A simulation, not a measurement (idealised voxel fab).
This is a process module. Its name is voxel transistor to metal.
Cross-sectional view cut (width: 275 nm; square cell size: 5 nm).
Think of the cross-section as a grid of square cells. We describe it in bands, top to bottom, and each band covers one or more rows of those cells. Per band: top height and bottom height in nm, followed by the left-to-right materials and their widths in nm; "all across" marks a single material spanning edge to edge, "empty" marks empty space. Convention: height 0 is the level below which the wafer, as received, is all one material. The lowest band does not terminate at the bottom but continues downward, represented as "top 0, no bottom". With a width like "30->40", each row of cells in the band differs from the next by the same amount, the top row carrying the first number and the bottom row the second. You'll sometimes find "no alterations made" written for a step, and that's the way of saying that nowhere in the cross-section did a cell change during that step. Sealed internal cavities: empty space of 8 cells or more with no open way to the top, each as width x height at its distance from the left edge, in nm. It should be noted that, on the line of a given step, the content following the step's settings is a remark produced by the simulator itself with respect to that step. The optional step-line setting "overlay nm" applies to steps with a mask and quantifies how far to the right of its planned location the mask lay, a negative value indicating leftward placement. Pairs follow: section before one process step, section after it down to the lowest changed band, step with settings underneath. Pairs may come from different runs of this module on the same starting wafer; continuity with the pair above only as stated in the "before" entry.
**before**
    top 40, bottom 35 = TiN (25); empty (20); TiN (55); empty (20); TiN (30); empty (20); TiN (55); empty (20); TiN (30)
    top 35, bottom 25 = SiO2 (20); TiN (5); empty (20); TiN (5); SiO2 (45); TiN (5); empty (20); TiN (5); SiO2 (20); TiN (5); empty (20); TiN (5); SiO2 (45); TiN (5); empty (20); TiN (5); SiO2 (25)
    top 25, bottom 20 = SiO2 (20); TiN (5); empty (20); TiN (5); SiN (5); HfO2 (5); TiN (5); W (15); TiN (5); HfO2 (5); SiN (5); TiN (5); empty (20); TiN (5); SiO2 (20); TiN (5); empty (20); TiN (5); SiN (5); HfO2 (5); TiN (5); W (15); TiN (5); HfO2 (5); SiN (5); TiN (5); empty (20); TiN (5); SiO2 (25)
    top 20, bottom 15 = SiO2 (20); TiN (30); SiN (5); HfO2 (5); TiN (5); W (15); TiN (5); HfO2 (5); SiN (5); TiN (30); SiO2 (20); TiN (30); SiN (5); HfO2 (5); TiN (5); W (15); TiN (5); HfO2 (5); SiN (5); TiN (30); SiO2 (25)
    top 15, bottom 5 = SiO2 (20); TiN (10); SiGe (20); SiN (5); HfO2 (5); TiN (5); W (15); TiN (5); HfO2 (5); SiN (5); SiGe (20); TiN (10); SiO2 (20); TiN (10); SiGe (20); SiN (5); HfO2 (5); TiN (5); W (15); TiN (5); HfO2 (5); SiN (5); SiGe (20); TiN (10); SiO2 (25)
    top 5, bottom 0 = SiO2 (20); TiN (10); SiGe (20); SiN (5); HfO2 (5); TiN (25); HfO2 (5); SiN (5); SiGe (20); TiN (10); SiO2 (20); TiN (10); SiGe (20); SiN (5); HfO2 (5); TiN (25); HfO2 (5); SiN (5); SiGe (20); TiN (10); SiO2 (25)
    top 0, bottom -5 = SiO2 (20); SiGe (30); SiO2 (5); HfO2 (35); SiO2 (5); SiGe (30); SiO2 (20); SiGe (30); SiO2 (5); HfO2 (35); SiO2 (5); SiGe (30); SiO2 (25)
    top -5, bottom -20 = SiO2 (25); SiGe (25); Si (45); SiGe (25); SiO2 (30); SiGe (25); Si (45); SiGe (25); SiO2 (30)
    top -20, bottom -30 = SiO2 (25); Si (95); SiO2 (30); Si (95); SiO2 (30)
    top -30, no bottom = Si all across
    Sealed internal cavities: none
**Section, Post-Step**
    top 50, bottom 40 = Ru all across
    top 40, bottom 35 = TiN (25); Ru (20); TiN (55); Ru (20); TiN (30); Ru (20); TiN (55); Ru (20); TiN (30)
    top 35, bottom 25 = SiO2 (20); TiN (5); Ru (20); TiN (5); SiO2 (45); TiN (5); Ru (20); TiN (5); SiO2 (20); TiN (5); Ru (20); TiN (5); SiO2 (45); TiN (5); Ru (20); TiN (5); SiO2 (25)
    top 25, bottom 20 = SiO2 (20); TiN (5); Ru (20); TiN (5); SiN (5); HfO2 (5); TiN (5); W (15); TiN (5); HfO2 (5); SiN (5); TiN (5); Ru (20); TiN (5); SiO2 (20); TiN (5); Ru (20); TiN (5); SiN (5); HfO2 (5); TiN (5); W (15); TiN (5); HfO2 (5); SiN (5); TiN (5); Ru (20); TiN (5); SiO2 (25)
    Below 20, the layers are the same as they were.
    Sealed internal cavities: none
So what happens between those two cross-sections up there? FILL_DEP, material Ru, thk nm 10
before: The pre-step condition corresponds to the post-step cross-section depicted in the pair directly above.
**Section, Post-Step**
    top 35, bottom 25 = SiO2 (20); TiN (5); Ru (20); TiN (5); SiO2 (45); TiN (5); Ru (20); TiN (5); SiO2 (20); TiN (5); Ru (20); TiN (5); SiO2 (45); TiN (5); Ru (20); TiN (5); SiO2 (25)
    Below 25, the layers are the same as they were.
    Sealed internal cavities: none
So what happens between those two cross-sections up there? CMP, height nm 35
before: The pre-step condition corresponds to the post-step cross-section depicted in the pair directly above.
**Section, Post-Step**
    top 40, bottom 35 = TiN all across
    Below 35, the layers are the same as they were.
    Sealed internal cavities: none
So what happens between those two cross-sections up there? DIRECTIONAL_DEP, material TiN, thk nm 5
before: The pre-step condition corresponds to the post-step cross-section depicted in the pair directly above.
**Section, Post-Step**
    top 65, bottom 40 = Ru all across
    Below 40, the layers are the same as they were.
    Sealed internal cavities: none
So what happens between those two cross-sections up there? DIRECTIONAL_DEP, material Ru, thk nm 25
before: The pre-step condition corresponds to the post-step cross-section depicted in the pair directly above.
**Section, Post-Step**
    top 75, bottom 65 = aC all across
    Below 65, the layers are the same as they were.
    Sealed internal cavities: none
So what happens between those two cross-sections up there? DIRECTIONAL_DEP, material aC, thk nm 10
before: The pre-step condition corresponds to the post-step cross-section depicted in the pair directly above.
**Section, Post-Step**
    top 105, bottom 75 = empty (25); resist (20); empty (55); resist (20); empty (30); resist (20); empty (55); resist (20); empty (30)
    Below 75, the layers are the same as they were.
    Sealed internal cavities: none
So what happens between those two cross-sections up there? PATTERN, tone cover, mask id METAL_1, material resist, width nm 20, thk nm 30, overlay nm 0
before: The pre-step condition corresponds to the post-step cross-section depicted in the pair directly above.
**Section, Post-Step**
    top 95, bottom 75 = empty (25); resist (20); empty (55); resist (20); empty (30); resist (20); empty (55); resist (20); empty (30)
    top 75, bottom 65 = empty (25); aC (20); empty (55); aC (20); empty (30); aC (20); empty (55); aC (20); empty (30)
    Below 65, the layers are the same as they were.
    Sealed internal cavities: none
So what happens between those two cross-sections up there? DIRECTIONAL_ETCH, etch materials aC, depth nm 10
before: The pre-step condition corresponds to the post-step cross-section depicted in the pair directly above.
**Section, Post-Step**
    top 75, bottom 65 = empty (25); aC (20); empty (55); aC (20); empty (30); aC (20); empty (55); aC (20); empty (30)
    Below 65, the layers are the same as they were.
    Sealed internal cavities: none
So what happens between those two cross-sections up there? STRIP, etch materials resist
before: The pre-step condition corresponds to the post-step cross-section depicted in the pair directly above.
**Section, Post-Step**
    top 75, bottom 65 = empty (25); aC (20); empty (55); aC (20); empty (30); aC (20); empty (55); aC (20); empty (30)
    top 65, bottom 40 = empty (25); Ru (20); empty (55); Ru (20); empty (30); Ru (20); empty (55); Ru (20); empty (30)
    Below 40, the layers are the same as they were.
    Sealed internal cavities: none
So what happens between those two cross-sections up there? DIRECTIONAL_ETCH, etch materials Ru, depth nm 25
before: The pre-step condition corresponds to the post-step cross-section depicted in the pair directly above.
**Section, Post-Step**
    top 75, bottom 65 = empty (25); aC (20); empty (55); aC (20); empty (30); aC (20); empty (55); aC (20); empty (30)
    top 65, bottom 40 = empty (25); Ru (20); empty (55); Ru (20); empty (30); Ru (20); empty (55); Ru (20); empty (30)
    top 40, bottom 35 = empty (25); TiN (20); empty (55); TiN (20); empty (30); TiN (20); empty (55); TiN (20); empty (30)
    Below 35, the layers are the same as they were.
    Sealed internal cavities: none
So what happens between those two cross-sections up there? DIRECTIONAL_ETCH, etch materials TiN, depth nm 5
before: The pre-step condition corresponds to the post-step cross-section depicted in the pair directly above.
**Section, Post-Step**
    top 65, bottom 40 = empty (25); Ru (20); empty (55); Ru (20); empty (30); Ru (20); empty (55); Ru (20); empty (30)
    Below 40, the layers are the same as they were.
    Sealed internal cavities: none
So what happens between those two cross-sections up there? STRIP, etch materials aC
before: The pre-step condition corresponds to the post-step cross-section depicted in the pair directly above.
**Section, Post-Step**
    top 70, bottom 65 = empty (20); SiN (30); empty (45); SiN (30); empty (20); SiN (30); empty (45); SiN (30); empty (25)
    top 65, bottom 40 = empty (20); SiN (5); Ru (20); SiN (5); empty (45); SiN (5); Ru (20); SiN (5); empty (20); SiN (5); Ru (20); SiN (5); empty (45); SiN (5); Ru (20); SiN (5); empty (25)
    top 40, bottom 35 = SiN (25); TiN (20); SiN (55); TiN (20); SiN (30); TiN (20); SiN (55); TiN (20); SiN (30)
    Below 35, the layers are the same as they were.
    Sealed internal cavities: none
So what happens between those two cross-sections up there? CONFORMAL_DEP, material SiN, thk nm 5
before: The pre-step condition corresponds to the post-step cross-section depicted in the pair directly above.
**Section, Post-Step**
    top 80, bottom 70 = lowk all across
    top 70, bottom 65 = lowk (20); SiN (30); lowk (45); SiN (30); lowk (20); SiN (30); lowk (45); SiN (30); lowk (25)
    top 65, bottom 40 = lowk (20); SiN (5); Ru (20); SiN (5); lowk (45); SiN (5); Ru (20); SiN (5); lowk (20); SiN (5); Ru (20); SiN (5); lowk (45); SiN (5); Ru (20); SiN (5); lowk (25)
    Below 40, the layers are the same as they were.
    Sealed internal cavities: none
So what happens between those two cross-sections up there? FILL_DEP, material lowk, thk nm 10
before: The pre-step condition corresponds to the post-step cross-section depicted in the pair directly above.
**Section, Post-Step**
    top 65, bottom 40 = lowk (20); SiN (5); Ru (20); SiN (5); lowk (45); SiN (5); Ru (20); SiN (5); lowk (20); SiN (5); Ru (20); SiN (5); lowk (45); SiN (5); Ru (20); SiN (5); lowk (25)
    Below 40, the layers are the same as they were.
    Sealed internal cavities: none
So what happens between those two cross-sections up there? CMP, height nm 65
before: The pre-step condition corresponds to the post-step cross-section depicted in the pair directly above.
**Section, Post-Step**
    top 70, bottom 65 = SiCN all across
    Below 65, the layers are the same as they were.
    Sealed internal cavities: none
So what happens between those two cross-sections up there? CONFORMAL_DEP, material SiCN, thk nm 5
**before**
    top 15, bottom 5 = SiN all across
    top 5, bottom 0 = SiO2 all across
    top 0, no bottom = Si all across
    Sealed internal cavities: none
**Section, Post-Step**
    top 30, bottom 15 = empty (15); resist (105); empty (20); resist (105); empty (30)
    Below 15, the layers are the same as they were.
    Sealed internal cavities: none
So what happens between those two cross-sections up there? PATTERN, tone cover, mask id ACTIVE, material resist, width nm 105, pitch nm 125, thk nm 15, overlay nm -5
before: The pre-step condition corresponds to the post-step cross-section depicted in the pair directly above.
**Section, Post-Step**
    top 30, bottom 15 = empty (15); resist (105); empty (20); resist (105); empty (30)
    top 15, bottom 5 = empty (15); SiN (105); empty (20); SiN (105); empty (30)
    Below 5, the layers are the same as they were.
    Sealed internal cavities: none
So what happens between those two cross-sections up there? DIRECTIONAL_ETCH, etch materials SiN, depth nm 10
before: The pre-step condition corresponds to the post-step cross-section depicted in the pair directly above.
**Section, Post-Step**
    top 30, bottom 15 = empty (15); resist (105); empty (20); resist (105); empty (30)
    top 15, bottom 5 = empty (15); SiN (105); empty (20); SiN (105); empty (30)
    top 5, bottom 0 = empty (15); SiO2 (105); empty (20); SiO2 (105); empty (30)
    Below 0, the layers are the same as they were.
    Sealed internal cavities: none
So what happens between those two cross-sections up there? DIRECTIONAL_ETCH, etch materials SiO2, depth nm 5
before: The pre-step condition corresponds to the post-step cross-section depicted in the pair directly above.
**Section, Post-Step**
    top 30, bottom 15 = empty (15); resist (105); empty (20); resist (105); empty (30)
    top 15, bottom 5 = empty (15); SiN (105); empty (20); SiN (105); empty (30)
    top 5, bottom 0 = empty (15); SiO2 (105); empty (20); SiO2 (105); empty (30)
    top 0, bottom -25 = empty (15); Si (105); empty (20); Si (105); empty (30)
    Below -25, the layers are the same as they were.
    Sealed internal cavities: none
So what happens between those two cross-sections up there? DIRECTIONAL_ETCH, etch materials Si, depth nm 25
before: The pre-step condition corresponds to the post-step cross-section depicted in the pair directly above.
**Section, Post-Step**
    top 15, bottom 5 = empty (15); SiN (105); empty (20); SiN (105); empty (30)
    Below 5, the layers are the same as they were.
    Sealed internal cavities: none
So what happens between those two cross-sections up there? STRIP, etch materials resist
before: The pre-step condition corresponds to the post-step cross-section depicted in the pair directly above.
**Section, Post-Step**
    top 15, bottom 5 = empty (15); SiN (105); empty (20); SiN (105); empty (30)
    top 5, bottom 0 = empty (15); SiO2 (105); empty (20); SiO2 (105); empty (30)
    top 0, bottom -25 = empty (15); SiO2 (5); Si (95); SiO2 (5); empty (20); SiO2 (5); Si (95); SiO2 (5); empty (30)
    top -25, bottom -30 = SiO2 (20); Si (95); SiO2 (30); Si (95); SiO2 (35)
    Below -30, the layers are the same as they were.
    Sealed internal cavities: none
So what happens between those two cross-sections up there? OXIDIZE, depth nm 5
before: The pre-step condition corresponds to the post-step cross-section depicted in the pair directly above.
**Section, Post-Step**
    top 25, bottom 15 = SiO2 all across
    top 15, bottom 5 = SiO2 (15); SiN (105); SiO2 (20); SiN (105); SiO2 (30)
    top 5, bottom 0 = SiO2 all across
    top 0, bottom -30 = SiO2 (20); Si (95); SiO2 (30); Si (95); SiO2 (35)
    Below -30, the layers are the same as they were.
    Sealed internal cavities: none
So what happens between those two cross-sections up there? FILL_DEP, material SiO2, thk nm 10
before: The pre-step condition corresponds to the post-step cross-section depicted in the pair directly above.
**Section, Post-Step**
    top 15, bottom 5 = SiO2 (15); SiN (105); SiO2 (20); SiN (105); SiO2 (30)
    Below 5, the layers are the same as they were.
    Sealed internal cavities: none
So what happens between those two cross-sections up there? CMP, height nm 15
before: The pre-step condition corresponds to the post-step cross-section depicted in the pair directly above.
**Section, Post-Step**
    top 15, bottom 5 = empty (15); SiN (105); empty (20); SiN (105); empty (30)
    Below 5, the layers are the same as they were.
    Sealed internal cavities: none
So what happens between those two cross-sections up there? SELECTIVE_ETCH, etch materials SiO2, depth nm 10
before: The pre-step condition corresponds to the post-step cross-section depicted in the pair directly above.
**Section, Post-Step**
    top 5, bottom 0 = SiO2 all across
    Below 0, the layers are the same as they were.
    Sealed internal cavities: none
So what happens between those two cross-sections up there? STRIP, etch materials SiN
before: The pre-step condition corresponds to the post-step cross-section depicted in the pair directly above.
**Section, Post-Step**
    top 0, bottom -30 = SiO2 (20); Si (95); SiO2 (30); Si (95); SiO2 (35)
    Below -30, the layers are the same as they were.
    Sealed internal cavities: none
So what happens between those two cross-sections up there? SELECTIVE_ETCH, etch materials SiO2, depth nm 5
before: The pre-step condition corresponds to the post-step cross-section depicted in the pair directly above.
**Section, Post-Step**
    top 0, bottom -5 = SiO2 all across
    Below -5, the layers are the same as they were.
    Sealed internal cavities: none
So what happens between those two cross-sections up there? OXIDIZE, depth nm 5
before: The pre-step condition corresponds to the post-step cross-section depicted in the pair directly above.
**Section, Post-Step**
    top 30, bottom 0 = polySi all across
    Below 0, the layers are the same as they were.
    Sealed internal cavities: none
So what happens between those two cross-sections up there? DIRECTIONAL_DEP, material polySi, thk nm 30
before: The pre-step condition corresponds to the post-step cross-section depicted in the pair directly above.
**Section, Post-Step**
    top 40, bottom 30 = SiCN all across
    Below 30, the layers are the same as they were.
    Sealed internal cavities: none
So what happens between those two cross-sections up there? DIRECTIONAL_DEP, material SiCN, thk nm 10
before: The pre-step condition corresponds to the post-step cross-section depicted in the pair directly above.
**Section, Post-Step**
    top 40, bottom 30 = empty (60); SiCN (25); empty (100); SiCN (25); empty (65)
    Below 30, the layers are the same as they were.
    Sealed internal cavities: none
So what happens between those two cross-sections up there? MASKED_ETCH, tone cover, mask id GATE, width nm 25, pitch nm 125, etch materials SiCN, depth nm 20, overlay nm 0
before: The pre-step condition corresponds to the post-step cross-section depicted in the pair directly above.
**Section, Post-Step**
    top 40, bottom 30 = empty (60); SiCN (25); empty (100); SiCN (25); empty (65)
    top 30, bottom 0 = empty (60); polySi (25); empty (100); polySi (25); empty (65)
    Below 0, the layers are the same as they were.
    Sealed internal cavities: none
So what happens between those two cross-sections up there? MASKED_ETCH, tone cover, mask id GATE, width nm 25, pitch nm 125, etch materials polySi, depth nm 40, overlay nm 0
before: The pre-step condition corresponds to the post-step cross-section depicted in the pair directly above.
**Section, Post-Step**
    top 45, bottom 40 = empty (55); SiO2 (35); empty (90); SiO2 (35); empty (60)
    top 40, bottom 30 = empty (55); SiO2 (5); SiCN (25); SiO2 (5); empty (90); SiO2 (5); SiCN (25); SiO2 (5); empty (60)
    top 30, bottom 5 = empty (55); SiO2 (5); polySi (25); SiO2 (5); empty (90); SiO2 (5); polySi (25); SiO2 (5); empty (60)
    top 5, bottom 0 = SiO2 (60); polySi (25); SiO2 (100); polySi (25); SiO2 (65)
    Below 0, the layers are the same as they were.
    Sealed internal cavities: none
So what happens between those two cross-sections up there? CONFORMAL_DEP, material SiO2, thk nm 5
before: The pre-step condition corresponds to the post-step cross-section depicted in the pair directly above.
**Section, Post-Step**
    top 40, bottom 30 = empty (55); SiO2 (5); SiCN (25); SiO2 (5); empty (90); SiO2 (5); SiCN (25); SiO2 (5); empty (60)
    top 30, bottom 0 = empty (55); SiO2 (5); polySi (25); SiO2 (5); empty (90); SiO2 (5); polySi (25); SiO2 (5); empty (60)
    Below 0, the layers are the same as they were.
    Sealed internal cavities: none
So what happens between those two cross-sections up there? DIRECTIONAL_ETCH, etch materials SiO2, depth nm 5
before: The pre-step condition corresponds to the post-step cross-section depicted in the pair directly above.
**Section, Post-Step**
    top 45, bottom 40 = empty (50); SiN (45); empty (80); SiN (45); empty (55)
    top 40, bottom 30 = empty (50); SiN (5); SiO2 (5); SiCN (25); SiO2 (5); SiN (5); empty (80); SiN (5); SiO2 (5); SiCN (25); SiO2 (5); SiN (5); empty (55)
    top 30, bottom 5 = empty (50); SiN (5); SiO2 (5); polySi (25); SiO2 (5); SiN (5); empty (80); SiN (5); SiO2 (5); polySi (25); SiO2 (5); SiN (5); empty (55)
    top 5, bottom 0 = SiN (55); SiO2 (5); polySi (25); SiO2 (5); SiN (90); SiO2 (5); polySi (25); SiO2 (5); SiN (60)
    Below 0, the layers are the same as they were.
    Sealed internal cavities: none
So what happens between those two cross-sections up there? CONFORMAL_DEP, material SiN, thk nm 5
before: The pre-step condition corresponds to the post-step cross-section depicted in the pair directly above.
**Section, Post-Step**
    top 40, bottom 30 = empty (50); SiN (5); SiO2 (5); SiCN (25); SiO2 (5); SiN (5); empty (80); SiN (5); SiO2 (5); SiCN (25); SiO2 (5); SiN (5); empty (55)
    top 30, bottom 0 = empty (50); SiN (5); SiO2 (5); polySi (25); SiO2 (5); SiN (5); empty (80); SiN (5); SiO2 (5); polySi (25); SiO2 (5); SiN (5); empty (55)
    Below 0, the layers are the same as they were.
    Sealed internal cavities: none
So what happens between those two cross-sections up there? DIRECTIONAL_ETCH, etch materials SiN, depth nm 5
before: The pre-step condition corresponds to the post-step cross-section depicted in the pair directly above.
**Section, Post-Step**
    top 40, bottom 35 = empty (50); SiN (5); empty (5); SiCN (25); empty (5); SiN (5); empty (80); SiN (5); empty (5); SiCN (25); empty (5); SiN (5); empty (55)
    top 35, bottom 30 = empty (50); SiN (5); SiO2 (5); SiCN (25); SiO2 (5); SiN (5); empty (80); SiN (5); SiO2 (5); SiCN (25); SiO2 (5); SiN (5); empty (55)
    top 30, bottom 0 = empty (50); SiN (5); SiO2 (5); polySi (25); SiO2 (5); SiN (5); empty (80); SiN (5); SiO2 (5); polySi (25); SiO2 (5); SiN (5); empty (55)
    top 0, bottom -5 = empty (50); SiO2 (45); empty (80); SiO2 (45); empty (55)
    Below -5, the layers are the same as they were.
    Sealed internal cavities: none
So what happens between those two cross-sections up there? DIRECTIONAL_ETCH, etch materials SiO2, depth nm 5
before: The pre-step condition corresponds to the post-step cross-section depicted in the pair directly above.
**Section, Post-Step**
    top 40, bottom 35 = empty (50); SiN (5); empty (5); SiCN (25); empty (5); SiN (5); empty (80); SiN (5); empty (5); SiCN (25); empty (5); SiN (5); empty (55)
    top 35, bottom 30 = empty (50); SiN (5); SiO2 (5); SiCN (25); SiO2 (5); SiN (5); empty (80); SiN (5); SiO2 (5); SiCN (25); SiO2 (5); SiN (5); empty (55)
    top 30, bottom 0 = empty (50); SiN (5); SiO2 (5); polySi (25); SiO2 (5); SiN (5); empty (80); SiN (5); SiO2 (5); polySi (25); SiO2 (5); SiN (5); empty (55)
    top 0, bottom -5 = empty (50); SiO2 (45); empty (80); SiO2 (45); empty (55)
    top -5, bottom -20 = SiO2 (20); empty (30); Si (45); empty (20); SiO2 (30); empty (30); Si (45); empty (20); SiO2 (35)
    Below -20, the layers are the same as they were.
    Sealed internal cavities: none
So what happens between those two cross-sections up there? DIRECTIONAL_ETCH, etch materials Si, depth nm 15
before: The pre-step condition corresponds to the post-step cross-section depicted in the pair directly above.
**Section, Post-Step**
    top 40, bottom 35 = empty (50); SiN (5); empty (5); SiCN (25); empty (5); SiN (5); empty (80); SiN (5); empty (5); SiCN (25); empty (5); SiN (5); empty (55)
    top 35, bottom 30 = empty (50); SiN (5); SiO2 (5); SiCN (25); SiO2 (5); SiN (5); empty (80); SiN (5); SiO2 (5); SiCN (25); SiO2 (5); SiN (5); empty (55)
    top 30, bottom 15 = empty (50); SiN (5); SiO2 (5); polySi (25); SiO2 (5); SiN (5); empty (80); SiN (5); SiO2 (5); polySi (25); SiO2 (5); SiN (5); empty (55)
    top 15, bottom 0 = empty (30); SiGe (20); SiN (5); SiO2 (5); polySi (25); SiO2 (5); SiN (5); SiGe (20); empty (40); SiGe (20); SiN (5); SiO2 (5); polySi (25); SiO2 (5); SiN (5); SiGe (20); empty (35)
    top 0, bottom -5 = empty (15); SiGe (35); SiO2 (45); SiGe (25); empty (20); SiGe (35); SiO2 (45); SiGe (25); empty (30)
    top -5, bottom -20 = SiO2 (20); SiGe (30); Si (45); SiGe (20); SiO2 (30); SiGe (30); Si (45); SiGe (20); SiO2 (35)
    Below -20, the layers are the same as they were.
    Sealed internal cavities: none
So what happens between those two cross-sections up there? EPI, material SiGe, thk nm 20
before: The pre-step condition corresponds to the post-step cross-section depicted in the pair directly above.
**Section, Post-Step**
    top 45, bottom 40 = SiO2 all across
    top 40, bottom 30 = SiO2 (50); SiN (5); SiO2 (5); SiCN (25); SiO2 (5); SiN (5); SiO2 (80); SiN (5); SiO2 (5); SiCN (25); SiO2 (5); SiN (5); SiO2 (55)
    top 30, bottom 15 = SiO2 (50); SiN (5); SiO2 (5); polySi (25); SiO2 (5); SiN (5); SiO2 (80); SiN (5); SiO2 (5); polySi (25); SiO2 (5); SiN (5); SiO2 (55)
    top 15, bottom 0 = SiO2 (30); SiGe (20); SiN (5); SiO2 (5); polySi (25); SiO2 (5); SiN (5); SiGe (20); SiO2 (40); SiGe (20); SiN (5); SiO2 (5); polySi (25); SiO2 (5); SiN (5); SiGe (20); SiO2 (35)
    top 0, bottom -5 = SiO2 (15); SiGe (35); SiO2 (45); SiGe (25); SiO2 (20); SiGe (35); SiO2 (45); SiGe (25); SiO2 (30)
    Below -5, the layers are the same as they were.
    Sealed internal cavities: none
So what happens between those two cross-sections up there? FILL_DEP, material SiO2, thk nm 5
before: The pre-step condition corresponds to the post-step cross-section depicted in the pair directly above.
**Section, Post-Step**
    top 30, bottom 15 = SiO2 (50); SiN (5); SiO2 (5); polySi (25); SiO2 (5); SiN (5); SiO2 (80); SiN (5); SiO2 (5); polySi (25); SiO2 (5); SiN (5); SiO2 (55)
    Below 15, the layers are the same as they were.
    Sealed internal cavities: none
So what happens between those two cross-sections up there? CMP, height nm 30
before: The pre-step condition corresponds to the post-step cross-section depicted in the pair directly above.
**Section, Post-Step**
    top 30, bottom 15 = SiO2 (50); SiN (5); SiO2 (5); empty (25); SiO2 (5); SiN (5); SiO2 (80); SiN (5); SiO2 (5); empty (25); SiO2 (5); SiN (5); SiO2 (55)
    top 15, bottom 0 = SiO2 (30); SiGe (20); SiN (5); SiO2 (5); empty (25); SiO2 (5); SiN (5); SiGe (20); SiO2 (40); SiGe (20); SiN (5); SiO2 (5); empty (25); SiO2 (5); SiN (5); SiGe (20); SiO2 (35)
    Below 0, the layers are the same as they were.
    Sealed internal cavities: none
So what happens between those two cross-sections up there? STRIP, etch materials polySi
before: The pre-step condition corresponds to the post-step cross-section depicted in the pair directly above.
**Section, Post-Step**
    top 30, bottom 25 = empty (50); SiN (5); empty (35); SiN (5); empty (80); SiN (5); empty (35); SiN (5); empty (55)
    top 25, bottom 15 = SiO2 (50); SiN (5); empty (35); SiN (5); SiO2 (80); SiN (5); empty (35); SiN (5); SiO2 (55)
    top 15, bottom 0 = SiO2 (30); SiGe (20); SiN (5); empty (35); SiN (5); SiGe (20); SiO2 (40); SiGe (20); SiN (5); empty (35); SiN (5); SiGe (20); SiO2 (35)
    top 0, bottom -5 = SiO2 (15); SiGe (35); SiO2 (5); empty (35); SiO2 (5); SiGe (25); SiO2 (20); SiGe (35); SiO2 (5); empty (35); SiO2 (5); SiGe (25); SiO2 (30)
    Below -5, the layers are the same as they were.
    Sealed internal cavities: none
So what happens between those two cross-sections up there? SELECTIVE_ETCH, etch materials SiO2, depth nm 5
before: The pre-step condition corresponds to the post-step cross-section depicted in the pair directly above.
**Section, Post-Step**
    top 35, bottom 30 = empty (45); HfO2 (15); empty (25); HfO2 (15); empty (70); HfO2 (15); empty (25); HfO2 (15); empty (50)
    top 30, bottom 25 = HfO2 (50); SiN (5); HfO2 (5); empty (25); HfO2 (5); SiN (5); HfO2 (80); SiN (5); HfO2 (5); empty (25); HfO2 (5); SiN (5); HfO2 (55)
    top 25, bottom 15 = SiO2 (50); SiN (5); HfO2 (5); empty (25); HfO2 (5); SiN (5); SiO2 (80); SiN (5); HfO2 (5); empty (25); HfO2 (5); SiN (5); SiO2 (55)
    top 15, bottom 0 = SiO2 (30); SiGe (20); SiN (5); HfO2 (5); empty (25); HfO2 (5); SiN (5); SiGe (20); SiO2 (40); SiGe (20); SiN (5); HfO2 (5); empty (25); HfO2 (5); SiN (5); SiGe (20); SiO2 (35)
    top 0, bottom -5 = SiO2 (15); SiGe (35); SiO2 (5); HfO2 (35); SiO2 (5); SiGe (25); SiO2 (20); SiGe (35); SiO2 (5); HfO2 (35); SiO2 (5); SiGe (25); SiO2 (30)
    Below -5, the layers are the same as they were.
    Sealed internal cavities: none
So what happens between those two cross-sections up there? CONFORMAL_DEP, material HfO2, thk nm 5
before: The pre-step condition corresponds to the post-step cross-section depicted in the pair directly above.
**Section, Post-Step**
    top 40, bottom 35 = empty (40); TiN (25); empty (15); TiN (25); empty (60); TiN (25); empty (15); TiN (25); empty (45)
    top 35, bottom 30 = TiN (45); HfO2 (15); TiN (5); empty (15); TiN (5); HfO2 (15); TiN (70); HfO2 (15); TiN (5); empty (15); TiN (5); HfO2 (15); TiN (50)
    top 30, bottom 25 = HfO2 (50); SiN (5); HfO2 (5); TiN (5); empty (15); TiN (5); HfO2 (5); SiN (5); HfO2 (80); SiN (5); HfO2 (5); TiN (5); empty (15); TiN (5); HfO2 (5); SiN (5); HfO2 (55)
    top 25, bottom 15 = SiO2 (50); SiN (5); HfO2 (5); TiN (5); empty (15); TiN (5); HfO2 (5); SiN (5); SiO2 (80); SiN (5); HfO2 (5); TiN (5); empty (15); TiN (5); HfO2 (5); SiN (5); SiO2 (55)
    top 15, bottom 5 = SiO2 (30); SiGe (20); SiN (5); HfO2 (5); TiN (5); empty (15); TiN (5); HfO2 (5); SiN (5); SiGe (20); SiO2 (40); SiGe (20); SiN (5); HfO2 (5); TiN (5); empty (15); TiN (5); HfO2 (5); SiN (5); SiGe (20); SiO2 (35)
    top 5, bottom 0 = SiO2 (30); SiGe (20); SiN (5); HfO2 (5); TiN (25); HfO2 (5); SiN (5); SiGe (20); SiO2 (40); SiGe (20); SiN (5); HfO2 (5); TiN (25); HfO2 (5); SiN (5); SiGe (20); SiO2 (35)
    Below 0, the layers are the same as they were.
    Sealed internal cavities: none
So what happens between those two cross-sections up there? CONFORMAL_DEP, material TiN, thk nm 5
before: The pre-step condition corresponds to the post-step cross-section depicted in the pair directly above.
**Section, Post-Step**
    top 45, bottom 40 = W all across
    top 40, bottom 35 = W (40); TiN (25); W (15); TiN (25); W (60); TiN (25); W (15); TiN (25); W (45)
    top 35, bottom 30 = TiN (45); HfO2 (15); TiN (5); W (15); TiN (5); HfO2 (15); TiN (70); HfO2 (15); TiN (5); W (15); TiN (5); HfO2 (15); TiN (50)
    top 30, bottom 25 = HfO2 (50); SiN (5); HfO2 (5); TiN (5); W (15); TiN (5); HfO2 (5); SiN (5); HfO2 (80); SiN (5); HfO2 (5); TiN (5); W (15); TiN (5); HfO2 (5); SiN (5); HfO2 (55)
    top 25, bottom 15 = SiO2 (50); SiN (5); HfO2 (5); TiN (5); W (15); TiN (5); HfO2 (5); SiN (5); SiO2 (80); SiN (5); HfO2 (5); TiN (5); W (15); TiN (5); HfO2 (5); SiN (5); SiO2 (55)
    top 15, bottom 5 = SiO2 (30); SiGe (20); SiN (5); HfO2 (5); TiN (5); W (15); TiN (5); HfO2 (5); SiN (5); SiGe (20); SiO2 (40); SiGe (20); SiN (5); HfO2 (5); TiN (5); W (15); TiN (5); HfO2 (5); SiN (5); SiGe (20); SiO2 (35)
    Below 5, the layers are the same as they were.
    Sealed internal cavities: none
So what happens between those two cross-sections up there? FILL_DEP, material W, thk nm 5
before: The pre-step condition corresponds to the post-step cross-section depicted in the pair directly above.
**Section, Post-Step**
    top 25, bottom 15 = SiO2 (50); SiN (5); HfO2 (5); TiN (5); W (15); TiN (5); HfO2 (5); SiN (5); SiO2 (80); SiN (5); HfO2 (5); TiN (5); W (15); TiN (5); HfO2 (5); SiN (5); SiO2 (55)
    Below 15, the layers are the same as they were.
    Sealed internal cavities: none
So what happens between those two cross-sections up there? CMP, height nm 25
before: The pre-step condition corresponds to the post-step cross-section depicted in the pair directly above.
**Section, Post-Step**
    top 35, bottom 25 = SiO2 all across
    Below 25, the layers are the same as they were.
    Sealed internal cavities: none
So what happens between those two cross-sections up there? DIRECTIONAL_DEP, material SiO2, thk nm 10
